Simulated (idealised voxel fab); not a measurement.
Process module under the name voxel tone inversion
cross-section cut | 175 nm wide | cells 5 nm
Reading order for cross-sections: top band down to bottom band. Underlying form: a grid of square cells. Band size: one or more rows of cells.
In this notation a band is specified by the heights of its top and bottom, in that order and in nm, after which its materials appear from left to right, each paired with its width in nm. The word "everywhere" attached to a single material means that material fills the band from edge to edge; the word "blank" stands for empty space.
Heads up on the height convention: 0 is the point under which the incoming wafer is all one material, and the lowest band has no bottom, it just keeps going down, like "0..down".
A width such as "30..40" changes by the same amount from each row of cells to the next, from the band's top row to its bottom row.
When a step is marked "no modification", none of the cells in the cross-section changed during that step.
"Unvented voids" means: voids of 8 cells or more that are shut off from the top with no open way through. Written width x height at distance, distance from the left edge, in nm.
Step line, after settings: the simulator's comment on this step.
Among the settings permitted on a step's line is "overlay nm"; applied to a step with a mask, it specifies the extent to which the mask lay to the right of its planned position, whereas a negative figure signifies a position to the left.
Every pair from here on: before one process step, after it. The after cross-section reaches only to the lowest band that changed. Below the pair: the step in between and its settings. Pairs can belong to different runs of this module on the same starting wafer; a pair carries on from the pair above only if the entry headed "Preceding state" says so.

Preceding state
    0..down | Si everywhere
    Unvented voids: none

Resultant Cross-Section
    10..0 | SiCN everywhere
    Under 0: no change, same as before.
    Unvented voids: none
Can you say which step sits between the two cross-sections above? CONFORMAL_DEP: material SiCN, thk nm 10

Preceding state: the pre-step structure is the one depicted after the step in the pair just above.

Resultant Cross-Section
    35..10 | polySi everywhere
    Under 10: no change, same as before.
    Unvented voids: none
Can you say which step sits between the two cross-sections above? DIRECTIONAL_DEP: material polySi, thk nm 25

Preceding state: the pre-step structure is the one depicted after the step in the pair just above.

Resultant Cross-Section
    70..35 | blank: 25 / resist: 25 / blank: 25 / resist: 25 / blank: 25 / resist: 25 / blank: 25
    Under 35: no change, same as before.
    Unvented voids: none
Can you say which step sits between the two cross-sections above? PATTERN: tone cover, mask id POSTS, material resist, width nm 25, pitch nm 50, thk nm 35, overlay nm 0

Preceding state: the pre-step structure is the one depicted after the step in the pair just above.

Resultant Cross-Section
    70..35 | blank: 25 / resist: 25 / blank: 25 / resist: 25 / blank: 25 / resist: 25 / blank: 25
    35..10 | blank: 25 / polySi: 25 / blank: 25 / polySi: 25 / blank: 25 / polySi: 25 / blank: 25
    Under 10: no change, same as before.
    Unvented voids: none
Can you say which step sits between the two cross-sections above? DIRECTIONAL_ETCH: etch materials polySi, depth nm 25

Preceding state: the pre-step structure is the one depicted after the step in the pair just above.

Resultant Cross-Section
    35..10 | blank: 25 / polySi: 25 / blank: 25 / polySi: 25 / blank: 25 / polySi: 25 / blank: 25
    Under 10: no change, same as before.
    Unvented voids: none
Can you say which step sits between the two cross-sections above? STRIP: etch materials resist

Preceding state: the pre-step structure is the one depicted after the step in the pair just above.

Resultant Cross-Section
    45..35 | SiO2 everywhere
    35..10 | SiO2: 25 / polySi: 25 / SiO2: 25 / polySi: 25 / SiO2: 25 / polySi: 25 / SiO2: 25
    Under 10: no change, same as before.
    Unvented voids: none
Can you say which step sits between the two cross-sections above? FILL_DEP: material SiO2, thk nm 10

Preceding state: the pre-step structure is the one depicted after the step in the pair just above.

Resultant Cross-Section
    35..10 | SiO2: 25 / polySi: 25 / SiO2: 25 / polySi: 25 / SiO2: 25 / polySi: 25 / SiO2: 25
    Under 10: no change, same as before.
    Unvented voids: none
Can you say which step sits between the two cross-sections above? CMP: height nm 35

Preceding state: the pre-step structure is the one depicted after the step in the pair just above.

Resultant Cross-Section
    35..10 | SiO2: 25 / blank: 25 / SiO2: 25 / blank: 25 / SiO2: 25 / blank: 25 / SiO2: 25
    Under 10: no change, same as before.
    Unvented voids: none
Can you say which step sits between the two cross-sections above? STRIP: etch materials polySi

Preceding state: the pre-step structure is the one depicted after the step in the pair just above.

Resultant Cross-Section
    40..35 | TiN: 30 / blank: 15 / TiN: 35 / blank: 15 / TiN: 35 / blank: 15 / TiN: 30
    35..15 | SiO2: 25 / TiN: 5 / blank: 15 / TiN: 5 / SiO2: 25 / TiN: 5 / blank: 15 / TiN: 5 / SiO2: 25 / TiN: 5 / blank: 15 / TiN: 5 / SiO2: 25
    15..10 | SiO2: 25 / TiN: 25 / SiO2: 25 / TiN: 25 / SiO2: 25 / TiN: 25 / SiO2: 25
    Under 10: no change, same as before.
    Unvented voids: none
Can you say which step sits between the two cross-sections above? CONFORMAL_DEP: material TiN, thk nm 5

Preceding state: the pre-step structure is the one depicted after the step in the pair just above.

Resultant Cross-Section
    50..40 | Cu everywhere
    40..35 | TiN: 30 / Cu: 15 / TiN: 35 / Cu: 15 / TiN: 35 / Cu: 15 / TiN: 30
    35..15 | SiO2: 25 / TiN: 5 / Cu: 15 / TiN: 5 / SiO2: 25 / TiN: 5 / Cu: 15 / TiN: 5 / SiO2: 25 / TiN: 5 / Cu: 15 / TiN: 5 / SiO2: 25
    Under 15: no change, same as before.
    Unvented voids: none
Can you say which step sits between the two cross-sections above? FILL_DEP: material Cu, thk nm 10

Preceding state: the pre-step structure is the one depicted after the step in the pair just above.

Resultant Cross-Section
    35..15 | SiO2: 25 / TiN: 5 / Cu: 15 / TiN: 5 / SiO2: 25 / TiN: 5 / Cu: 15 / TiN: 5 / SiO2: 25 / TiN: 5 / Cu: 15 / TiN: 5 / SiO2: 25
    Under 15: no change, same as before.
    Unvented voids: none
Can you say which step sits between the two cross-sections above? CMP: height nm 35

Preceding state: the pre-step structure is the one depicted after the step in the pair just above.

Resultant Cross-Section
    40..35 | SiCN everywhere
    Under 35: no change, same as before.
    Unvented voids: none
Can you say which step sits between the two cross-sections above? CONFORMAL_DEP: material SiCN, thk nm 5

Preceding state
    0..down | Si everywhere
    Unvented voids: none

Resultant Cross-Section
    25..0 | polySi everywhere
    Under 0: no change, same as before.
    Unvented voids: none
Can you say which step sits between the two cross-sections above? DIRECTIONAL_DEP: material polySi, thk nm 25

Preceding state: the pre-step structure is the one depicted after the step in the pair just above.

Resultant Cross-Section
    60..25 | blank: 25 / resist: 25 / blank: 25 / resist: 25 / blank: 25 / resist: 25 / blank: 25
    Under 25: no change, same as before.
    Unvented voids: none
Can you say which step sits between the two cross-sections above? PATTERN: tone cover, mask id POSTS, material resist, width nm 25, pitch nm 50, thk nm 35, overlay nm 0

Preceding state: the pre-step structure is the one depicted after the step in the pair just above.

Resultant Cross-Section
    60..25 | blank: 25 / resist: 25 / blank: 25 / resist: 25 / blank: 25 / resist: 25 / blank: 25
    25..0 | blank: 25 / polySi: 25 / blank: 25 / polySi: 25 / blank: 25 / polySi: 25 / blank: 25
    Under 0: no change, same as before.
    Unvented voids: none
Can you say which step sits between the two cross-sections above? DIRECTIONAL_ETCH: etch materials polySi, depth nm 25

Preceding state: the pre-step structure is the one depicted after the step in the pair just above.

Resultant Cross-Section
    25..0 | blank: 25 / polySi: 25 / blank: 25 / polySi: 25 / blank: 25 / polySi: 25 / blank: 25
    Under 0: no change, same as before.
    Unvented voids: none
Can you say which step sits between the two cross-sections above? STRIP: etch materials resist

Preceding state: the pre-step structure is the one depicted after the step in the pair just above.

Resultant Cross-Section
    35..25 | SiO2 everywhere
    25..0 | SiO2: 25 / polySi: 25 / SiO2: 25 / polySi: 25 / SiO2: 25 / polySi: 25 / SiO2: 25
    Under 0: no change, same as before.
    Unvented voids: none
Can you say which step sits between the two cross-sections above? FILL_DEP: material SiO2, thk nm 10

Preceding state: the pre-step structure is the one depicted after the step in the pair just above.

Resultant Cross-Section
    40..35 | TiN everywhere
    Under 35: no change, same as before.
    Unvented voids: none
Can you say which step sits between the two cross-sections above? CONFORMAL_DEP: material TiN, thk nm 5

Preceding state: the pre-step structure is the one depicted after the step in the pair just above.

Resultant Cross-Section
    50..40 | Cu everywhere
    Under 40: no change, same as before.
    Unvented voids: none
Can you say which step sits between the two cross-sections above? FILL_DEP: material Cu, thk nm 10

Preceding state: the pre-step structure is the one depicted after the step in the pair just above.

Resultant Cross-Section
    35..25 | SiO2 everywhere
    Under 25: no change, same as before.
    Unvented voids: none
Can you say which step sits between the two cross-sections above? CMP: height nm 35

Preceding state: the pre-step structure is the one depicted after the step in the pair just above.

Resultant Cross-Section
    40..35 | SiCN everywhere
    Under 35: no change, same as before.
    Unvented voids: none
Can you say which step sits between the two cross-sections above? CONFORMAL_DEP: material SiCN, thk nm 5

Preceding state
    25..0 | polySi everywhere
    0..down | Si everywhere
    Unvented voids: none

Resultant Cross-Section
    35..25 | SiCN everywhere
    Under 25: no change, same as before.
    Unvented voids: none
Can you say which step sits between the two cross-sections above? CONFORMAL_DEP: material SiCN, thk nm 10

Preceding state: the pre-step structure is the one depicted after the step in the pair just above.

Resultant Cross-Section
    70..35 | blank: 25 / resist: 25 / blank: 25 / resist: 25 / blank: 25 / resist: 25 / blank: 25
    Under 35: no change, same as before.
    Unvented voids: none
Can you say which step sits between the two cross-sections above? PATTERN: tone cover, mask id POSTS, material resist, width nm 25, pitch nm 50, thk nm 35, overlay nm 0

Preceding state: the pre-step structure is the one depicted after the step in the pair just above.

Resultant Cross-Section
    35..25 | SiCN everywhere
    Under 25: no change, same as before.
    Unvented voids: none
Can you say which step sits between the two cross-sections above? STRIP: etch materials resist

Preceding state: the pre-step structure is the one depicted after the step in the pair just above.

Resultant Cross-Section
    45..35 | SiO2 everywhere
    Under 35: no change, same as before.
    Unvented voids: none
Can you say which step sits between the two cross-sections above? FILL_DEP: material SiO2, thk nm 10

Preceding state: the pre-step structure is the one depicted after the step in the pair just above.

Resultant Cross-Section
    35..25 | SiCN everywhere
    Under 25: no change, same as before.
    Unvented voids: none
Can you say which step sits between the two cross-sections above? CMP: height nm 35

Preceding state: the pre-step structure is the one depicted after the step in the pair just above.

Resultant Cross-Section
    40..35 | TiN everywhere
    Under 35: no change, same as before.
    Unvented voids: none
Can you say which step sits between the two cross-sections above? CONFORMAL_DEP: material TiN, thk nm 5

Preceding state: the pre-step structure is the one depicted after the step in the pair just above.

Resultant Cross-Section
    50..40 | Cu everywhere
    Under 40: no change, same as before.
    Unvented voids: none
Can you say which step sits between the two cross-sections above? FILL_DEP: material Cu, thk nm 10

Preceding state: the pre-step structure is the one depicted after the step in the pair just above.

Resultant Cross-Section
    35..25 | SiCN everywhere
    Under 25: no change, same as before.
    Unvented voids: none
Can you say which step sits between the two cross-sections above? CMP: height nm 35

Preceding state: the pre-step structure is the one depicted after the step in the pair just above.

Resultant Cross-Section
    40..25 | SiCN everywhere
    Under 25: no change, same as before.
    Unvented voids: none
Can you say which step sits between the two cross-sections above? CONFORMAL_DEP: material SiCN, thk nm 5

Preceding state
    0..down | Si everywhere
    Unvented voids: none

Resultant Cross-Section
    5..0 | SiCN everywhere
    Under 0: no change, same as before.
    Unvented voids: none
Can you say which step sits between the two cross-sections above? CONFORMAL_DEP: material SiCN, thk nm 5

Preceding state: the pre-step structure is the one depicted after the step in the pair just above.

Resultant Cross-Section
    30..5 | polySi everywhere
    Under 5: no change, same as before.
    Unvented voids: none
Can you say which step sits between the two cross-sections above? DIRECTIONAL_DEP: material polySi, thk nm 25

Preceding state: the pre-step structure is the one depicted after the step in the pair just above.

Resultant Cross-Section
    65..30 | blank: 25 / resist: 25 / blank: 25 / resist: 25 / blank: 25 / resist: 25 / blank: 25
    Under 30: no change, same as before.
    Unvented voids: none
Can you say which step sits between the two cross-sections above? PATTERN: tone cover, mask id POSTS, material resist, width nm 25, pitch nm 50, thk nm 35, overlay nm 0

Preceding state: the pre-step structure is the one depicted after the step in the pair just above.

Resultant Cross-Section
    65..30 | blank: 25 / resist: 25 / blank: 25 / resist: 25 / blank: 25 / resist: 25 / blank: 25
    30..5 | blank: 25 / polySi: 25 / blank: 25 / polySi: 25 / blank: 25 / polySi: 25 / blank: 25
    Under 5: no change, same as before.
    Unvented voids: none
Can you say which step sits between the two cross-sections above? DIRECTIONAL_ETCH: etch materials polySi, depth nm 25

Preceding state: the pre-step structure is the one depicted after the step in the pair just above.

Resultant Cross-Section
    30..5 | blank: 25 / polySi: 25 / blank: 25 / polySi: 25 / blank: 25 / polySi: 25 / blank: 25
    Under 5: no change, same as before.
    Unvented voids: none
Can you say which step sits between the two cross-sections above? STRIP: etch materials resist

Preceding state: the pre-step structure is the one depicted after the step in the pair just above.

Resultant Cross-Section
    40..30 | SiO2 everywhere
    30..5 | SiO2: 25 / polySi: 25 / SiO2: 25 / polySi: 25 / SiO2: 25 / polySi: 25 / SiO2: 25
    Under 5: no change, same as before.
    Unvented voids: none
Can you say which step sits between the two cross-sections above? FILL_DEP: material SiO2, thk nm 10

Preceding state: the pre-step structure is the one depicted after the step in the pair just above.

Resultant Cross-Section
    35..30 | SiO2 everywhere
    Under 30: no change, same as before.
    Unvented voids: none
Can you say which step sits between the two cross-sections above? CMP: height nm 35

Preceding state: the pre-step structure is the one depicted after the step in the pair just above.

Resultant Cross-Section
    40..35 | TiN everywhere
    Under 35: no change, same as before.
    Unvented voids: none
Can you say which step sits between the two cross-sections above? CONFORMAL_DEP: material TiN, thk nm 5

Preceding state: the pre-step structure is the one depicted after the step in the pair just above.

Resultant Cross-Section
    50..40 | Cu everywhere
    Under 40: no change, same as before.
    Unvented voids: none
Can you say which step sits between the two cross-sections above? FILL_DEP: material Cu, thk nm 10

Preceding state: the pre-step structure is the one depicted after the step in the pair just above.

Resultant Cross-Section
    35..30 | SiO2 everywhere
    Under 30: no change, same as before.
    Unvented voids: none
Can you say which step sits between the two cross-sections above? CMP: height nm 35

Preceding state: the pre-step structure is the one depicted after the step in the pair just above.

Resultant Cross-Section
    40..35 | SiCN everywhere
    Under 35: no change, same as before.
    Unvented voids: none
Can you say which step sits between the two cross-sections above? CONFORMAL_DEP: material SiCN, thk nm 5

Preceding state
    35..10 | polySi everywhere
    10..0 | SiCN everywhere
    0..down | Si everywhere
    Unvented voids: none

Resultant Cross-Section
    70..35 | blank: 30 / resist: 20 / blank: 30 / resist: 20 / blank: 30 / resist: 20 / blank: 25
    Under 35: no change, same as before.
    Unvented voids: none
Can you say which step sits between the two cross-sections above? PATTERN: tone cover, mask id POSTS, material resist, width nm 20, pitch nm 50, thk nm 35, overlay nm 0

Preceding state: the pre-step structure is the one depicted after the step in the pair just above.

Resultant Cross-Section
    70..35 | blank: 30 / resist: 20 / blank: 30 / resist: 20 / blank: 30 / resist: 20 / blank: 25
    35..10 | blank: 30 / polySi: 20 / blank: 30 / polySi: 20 / blank: 30 / polySi: 20 / blank: 25
    Under 10: no change, same as before.
    Unvented voids: none
Can you say which step sits between the two cross-sections above? DIRECTIONAL_ETCH: etch materials polySi, depth nm 25

Preceding state: the pre-step structure is the one depicted after the step in the pair just above.

Resultant Cross-Section
    35..10 | blank: 30 / polySi: 20 / blank: 30 / polySi: 20 / blank: 30 / polySi: 20 / blank: 25
    Under 10: no change, same as before.
    Unvented voids: none
Can you say which step sits between the two cross-sections above? STRIP: etch materials resist

Preceding state: the pre-step structure is the one depicted after the step in the pair just above.

Resultant Cross-Section
    45..35 | SiO2 everywhere
    35..10 | SiO2: 30 / polySi: 20 / SiO2: 30 / polySi: 20 / SiO2: 30 / polySi: 20 / SiO2: 25
    Under 10: no change, same as before.
    Unvented voids: none
Can you say which step sits between the two cross-sections above? FILL_DEP: material SiO2, thk nm 10

Preceding state: the pre-step structure is the one depicted after the step in the pair just above.

Resultant Cross-Section
    35..10 | SiO2: 30 / polySi: 20 / SiO2: 30 / polySi: 20 / SiO2: 30 / polySi: 20 / SiO2: 25
    Under 10: no change, same as before.
    Unvented voids: none
Can you say which step sits between the two cross-sections above? CMP: height nm 35

Preceding state: the pre-step structure is the one depicted after the step in the pair just above.

Resultant Cross-Section
    35..10 | SiO2: 30 / blank: 20 / SiO2: 30 / blank: 20 / SiO2: 30 / blank: 20 / SiO2: 25
    Under 10: no change, same as before.
    Unvented voids: none
Can you say which step sits between the two cross-sections above? STRIP: etch materials polySi

Preceding state: the pre-step structure is the one depicted after the step in the pair just above.

Resultant Cross-Section
    40..35 | TiN: 35 / blank: 10 / TiN: 40 / blank: 10 / TiN: 40 / blank: 10 / TiN: 30
    35..15 | SiO2: 30 / TiN: 5 / blank: 10 / TiN: 5 / SiO2: 30 / TiN: 5 / blank: 10 / TiN: 5 / SiO2: 30 / TiN: 5 / blank: 10 / TiN: 5 / SiO2: 25
    15..10 | SiO2: 30 / TiN: 20 / SiO2: 30 / TiN: 20 / SiO2: 30 / TiN: 20 / SiO2: 25
    Under 10: no change, same as before.
    Unvented voids: none
Can you say which step sits between the two cross-sections above? CONFORMAL_DEP: material TiN, thk nm 5

Preceding state: the pre-step structure is the one depicted after the step in the pair just above.

Resultant Cross-Section
    50..40 | Cu everywhere
    40..35 | TiN: 35 / Cu: 10 / TiN: 40 / Cu: 10 / TiN: 40 / Cu: 10 / TiN: 30
    35..15 | SiO2: 30 / TiN: 5 / Cu: 10 / TiN: 5 / SiO2: 30 / TiN: 5 / Cu: 10 / TiN: 5 / SiO2: 30 / TiN: 5 / Cu: 10 / TiN: 5 / SiO2: 25
    Under 15: no change, same as before.
    Unvented voids: none
Can you say which step sits between the two cross-sections above? FILL_DEP: material Cu, thk nm 10

Preceding state: the pre-step structure is the one depicted after the step in the pair just above.

Resultant Cross-Section
    35..15 | SiO2: 30 / TiN: 5 / Cu: 10 / TiN: 5 / SiO2: 30 / TiN: 5 / Cu: 10 / TiN: 5 / SiO2: 30 / TiN: 5 / Cu: 10 / TiN: 5 / SiO2: 25
    Under 15: no change, same as before.
    Unvented voids: none
Can you say which step sits between the two cross-sections above? CMP: height nm 35

Preceding state: the pre-step structure is the one depicted after the step in the pair just above.

Resultant Cross-Section
    40..35 | SiCN everywhere
    Under 35: no change, same as before.
    Unvented voids: none
Can you say which step sits between the two cross-sections above? CONFORMAL_DEP: material SiCN, thk nm 5

Preceding state
    35..10 | polySi everywhere
    10..0 | SiCN everywhere
    0..down | Si everywhere
    Unvented voids: none

Resultant Cross-Section
    70..35 | blank: 35 / resist: 25 / blank: 25 / resist: 25 / blank: 25 / resist: 25 / blank: 15
    Under 35: no change, same as before.
    Unvented voids: none
Can you say which step sits between the two cross-sections above? PATTERN: tone cover, mask id POSTS, material resist, width nm 25, pitch nm 50, thk nm 35, overlay nm 10

Preceding state: the pre-step structure is the one depicted after the step in the pair just above.

Resultant Cross-Section
    70..35 | blank: 35 / resist: 25 / blank: 25 / resist: 25 / blank: 25 / resist: 25 / blank: 15
    35..10 | blank: 35 / polySi: 25 / blank: 25 / polySi: 25 / blank: 25 / polySi: 25 / blank: 15
    Under 10: no change, same as before.
    Unvented voids: none
Can you say which step sits between the two cross-sections above? DIRECTIONAL_ETCH: etch materials polySi, depth nm 25

Preceding state: the pre-step structure is the one depicted after the step in the pair just above.

Resultant Cross-Section
    35..10 | blank: 35 / polySi: 25 / blank: 25 / polySi: 25 / blank: 25 / polySi: 25 / blank: 15
    Under 10: no change, same as before.
    Unvented voids: none
Can you say which step sits between the two cross-sections above? STRIP: etch materials resist

Preceding state: the pre-step structure is the one depicted after the step in the pair just above.

Resultant Cross-Section
    45..35 | SiO2 everywhere
    35..10 | SiO2: 35 / polySi: 25 / SiO2: 25 / polySi: 25 / SiO2: 25 / polySi: 25 / SiO2: 15
    Under 10: no change, same as before.
    Unvented voids: none
Can you say which step sits between the two cross-sections above? FILL_DEP: material SiO2, thk nm 10

Preceding state: the pre-step structure is the one depicted after the step in the pair just above.

Resultant Cross-Section
    35..10 | SiO2: 35 / polySi: 25 / SiO2: 25 / polySi: 25 / SiO2: 25 / polySi: 25 / SiO2: 15
    Under 10: no change, same as before.
    Unvented voids: none
Can you say which step sits between the two cross-sections above? CMP: height nm 35

Preceding state: the pre-step structure is the one depicted after the step in the pair just above.

Resultant Cross-Section
    35..10 | SiO2: 35 / blank: 25 / SiO2: 25 / blank: 25 / SiO2: 25 / blank: 25 / SiO2: 15
    Under 10: no change, same as before.
    Unvented voids: none
Can you say which step sits between the two cross-sections above? STRIP: etch materials polySi

Preceding state: the pre-step structure is the one depicted after the step in the pair just above.

Resultant Cross-Section
    40..35 | TiN: 40 / blank: 15 / TiN: 35 / blank: 15 / TiN: 35 / blank: 15 / TiN: 20
    35..15 | SiO2: 35 / TiN: 5 / blank: 15 / TiN: 5 / SiO2: 25 / TiN: 5 / blank: 15 / TiN: 5 / SiO2: 25 / TiN: 5 / blank: 15 / TiN: 5 / SiO2: 15
    15..10 | SiO2: 35 / TiN: 25 / SiO2: 25 / TiN: 25 / SiO2: 25 / TiN: 25 / SiO2: 15
    Under 10: no change, same as before.
    Unvented voids: none
Can you say which step sits between the two cross-sections above? CONFORMAL_DEP: material TiN, thk nm 5

Preceding state: the pre-step structure is the one depicted after the step in the pair just above.

Resultant Cross-Section
    50..40 | Cu everywhere
    40..35 | TiN: 40 / Cu: 15 / TiN: 35 / Cu: 15 / TiN: 35 / Cu: 15 / TiN: 20
    35..15 | SiO2: 35 / TiN: 5 / Cu: 15 / TiN: 5 / SiO2: 25 / TiN: 5 / Cu: 15 / TiN: 5 / SiO2: 25 / TiN: 5 / Cu: 15 / TiN: 5 / SiO2: 15
    Under 15: no change, same as before.
    Unvented voids: none
Can you say which step sits between the two cross-sections above? FILL_DEP: material Cu, thk nm 10

Preceding state: the pre-step structure is the one depicted after the step in the pair just above.

Resultant Cross-Section
    35..15 | SiO2: 35 / TiN: 5 / Cu: 15 / TiN: 5 / SiO2: 25 / TiN: 5 / Cu: 15 / TiN: 5 / SiO2: 25 / TiN: 5 / Cu: 15 / TiN: 5 / SiO2: 15
    Under 15: no change, same as before.
    Unvented voids: none
Can you say which step sits between the two cross-sections above? CMP: height nm 35

Preceding state: the pre-step structure is the one depicted after the step in the pair just above.

Resultant Cross-Section
    40..35 | SiCN everywhere
    Under 35: no change, same as before.
    Unvented voids: none
Can you say which step sits between the two cross-sections above? CONFORMAL_DEP: material SiCN, thk nm 5

Preceding state
    35..10 | blank: 25 / polySi: 25 / blank: 25 / polySi: 25 / blank: 25 / polySi: 25 / blank: 25
    10..0 | SiCN everywhere
    0..down | Si everywhere
    Unvented voids: none

Resultant Cross-Section
    45..35 | Cu everywhere
    35..10 | Cu: 25 / polySi: 25 / Cu: 25 / polySi: 25 / Cu: 25 / polySi: 25 / Cu: 25
    Under 10: no change, same as before.
    Unvented voids: none
Can you say which step sits between the two cross-sections above? FILL_DEP: material Cu, thk nm 10

Preceding state: the pre-step structure is the one depicted after the step in the pair just above.

Resultant Cross-Section
    35..10 | Cu: 25 / polySi: 25 / Cu: 25 / polySi: 25 / Cu: 25 / polySi: 25 / Cu: 25
    Under 10: no change, same as before.
    Unvented voids: none
Can you say which step sits between the two cross-sections above? CMP: height nm 35

Preceding state: the pre-step structure is the one depicted after the step in the pair just above.

Resultant Cross-Section
    35..10 | Cu: 25 / blank: 25 / Cu: 25 / blank: 25 / Cu: 25 / blank: 25 / Cu: 25
    Under 10: no change, same as before.
    Unvented voids: none
Can you say which step sits between the two cross-sections above? STRIP: etch materials polySi

Preceding state: the pre-step structure is the one depicted after the step in the pair just above.

Resultant Cross-Section
    40..35 | TiN: 30 / blank: 15 / TiN: 35 / blank: 15 / TiN: 35 / blank: 15 / TiN: 30
    35..15 | Cu: 25 / TiN: 5 / blank: 15 / TiN: 5 / Cu: 25 / TiN: 5 / blank: 15 / TiN: 5 / Cu: 25 / TiN: 5 / blank: 15 / TiN: 5 / Cu: 25
    15..10 | Cu: 25 / TiN: 25 / Cu: 25 / TiN: 25 / Cu: 25 / TiN: 25 / Cu: 25
    Under 10: no change, same as before.
    Unvented voids: none
Can you say which step sits between the two cross-sections above? CONFORMAL_DEP: material TiN, thk nm 5

Preceding state: the pre-step structure is the one depicted after the step in the pair just above.

Resultant Cross-Section
    50..40 | Cu everywhere
    40..35 | TiN: 30 / Cu: 15 / TiN: 35 / Cu: 15 / TiN: 35 / Cu: 15 / TiN: 30
    35..15 | Cu: 25 / TiN: 5 / Cu: 15 / TiN: 5 / Cu: 25 / TiN: 5 / Cu: 15 / TiN: 5 / Cu: 25 / TiN: 5 / Cu: 15 / TiN: 5 / Cu: 25
    Under 15: no change, same as before.
    Unvented voids: none
Can you say which step sits between the two cross-sections above? FILL_DEP: material Cu, thk nm 10

Preceding state: the pre-step structure is the one depicted after the step in the pair just above.

Resultant Cross-Section
    35..15 | Cu: 25 / TiN: 5 / Cu: 15 / TiN: 5 / Cu: 25 / TiN: 5 / Cu: 15 / TiN: 5 / Cu: 25 / TiN: 5 / Cu: 15 / TiN: 5 / Cu: 25
    Under 15: no change, same as before.
    Unvented voids: none
Can you say which step sits between the two cross-sections above? CMP: height nm 35

Preceding state: the pre-step structure is the one depicted after the step in the pair just above.

Resultant Cross-Section
    40..35 | SiCN everywhere
    Under 35: no change, same as before.
    Unvented voids: none
Can you say which step sits between the two cross-sections above? CONFORMAL_DEP: material SiCN, thk nm 5

Preceding state
    35..10 | polySi everywhere
    10..0 | SiCN everywhere
    0..down | Si everywhere
    Unvented voids: none

Resultant Cross-Section
    70..35 | resist: 25 / blank: 25 / resist: 25 / blank: 25 / resist: 25 / blank: 25 / resist: 25
    Under 35: no change, same as before.
    Unvented voids: none
Can you say which step sits between the two cross-sections above? PATTERN: tone open, mask id POSTS, material resist, width nm 25, pitch nm 50, thk nm 35, overlay nm 0

Preceding state: the pre-step structure is the one depicted after the step in the pair just above.

Resultant Cross-Section
    70..35 | resist: 25 / blank: 25 / resist: 25 / blank: 25 / resist: 25 / blank: 25 / resist: 25
    35..10 | polySi: 25 / blank: 25 / polySi: 25 / blank: 25 / polySi: 25 / blank: 25 / polySi: 25
    Under 10: no change, same as before.
    Unvented voids: none
Can you say which step sits between the two cross-sections above? DIRECTIONAL_ETCH: etch materials polySi, depth nm 25

Preceding state: the pre-step structure is the one depicted after the step in the pair just above.

Resultant Cross-Section
    35..10 | polySi: 25 / blank: 25 / polySi: 25 / blank: 25 / polySi: 25 / blank: 25 / polySi: 25
    Under 10: no change, same as before.
    Unvented voids: none
Can you say which step sits between the two cross-sections above? STRIP: etch materials resist

Preceding state: the pre-step structure is the one depicted after the step in the pair just above.

Resultant Cross-Section
    45..35 | SiO2 everywhere
    35..10 | polySi: 25 / SiO2: 25 / polySi: 25 / SiO2: 25 / polySi: 25 / SiO2: 25 / polySi: 25
    Under 10: no change, same as before.
    Unvented voids: none
Can you say which step sits between the two cross-sections above? FILL_DEP: material SiO2, thk nm 10

Preceding state: the pre-step structure is the one depicted after the step in the pair just above.

Resultant Cross-Section
    35..10 | polySi: 25 / SiO2: 25 / polySi: 25 / SiO2: 25 / polySi: 25 / SiO2: 25 / polySi: 25
    Under 10: no change, same as before.
    Unvented voids: none
Can you say which step sits between the two cross-sections above? CMP: height nm 35

Preceding state: the pre-step structure is the one depicted after the step in the pair just above.

Resultant Cross-Section
    35..10 | blank: 25 / SiO2: 25 / blank: 25 / SiO2: 25 / blank: 25 / SiO2: 25 / blank: 25
    Under 10: no change, same as before.
    Unvented voids: none
Can you say which step sits between the two cross-sections above? STRIP: etch materials polySi

Preceding state: the pre-step structure is the one depicted after the step in the pair just above.

Resultant Cross-Section
    40..35 | blank: 20 / TiN: 35 / blank: 15 / TiN: 35 / blank: 15 / TiN: 35 / blank: 20
    35..15 | blank: 20 / TiN: 5 / SiO2: 25 / TiN: 5 / blank: 15 / TiN: 5 / SiO2: 25 / TiN: 5 / blank: 15 / TiN: 5 / SiO2: 25 / TiN: 5 / blank: 20
    15..10 | TiN: 25 / SiO2: 25 / TiN: 25 / SiO2: 25 / TiN: 25 / SiO2: 25 / TiN: 25
    Under 10: no change, same as before.
    Unvented voids: none
Can you say which step sits between the two cross-sections above? CONFORMAL_DEP: material TiN, thk nm 5

Preceding state: the pre-step structure is the one depicted after the step in the pair just above.

Resultant Cross-Section
    50..40 | Cu everywhere
    40..35 | Cu: 20 / TiN: 35 / Cu: 15 / TiN: 35 / Cu: 15 / TiN: 35 / Cu: 20
    35..15 | Cu: 20 / TiN: 5 / SiO2: 25 / TiN: 5 / Cu: 15 / TiN: 5 / SiO2: 25 / TiN: 5 / Cu: 15 / TiN: 5 / SiO2: 25 / TiN: 5 / Cu: 20
    Under 15: no change, same as before.
    Unvented voids: none
Can you say which step sits between the two cross-sections above? FILL_DEP: material Cu, thk nm 10

Preceding state: the pre-step structure is the one depicted after the step in the pair just above.

Resultant Cross-Section
    35..15 | Cu: 20 / TiN: 5 / SiO2: 25 / TiN: 5 / Cu: 15 / TiN: 5 / SiO2: 25 / TiN: 5 / Cu: 15 / TiN: 5 / SiO2: 25 / TiN: 5 / Cu: 20
    Under 15: no change, same as before.
    Unvented voids: none
Can you say which step sits between the two cross-sections above? CMP: height nm 35

Preceding state: the pre-step structure is the one depicted after the step in the pair just above.

Resultant Cross-Section
    40..35 | SiCN everywhere
    Under 35: no change, same as before.
    Unvented voids: none
Can you say which step sits between the two cross-sections above? CONFORMAL_DEP: material SiCN, thk nm 5
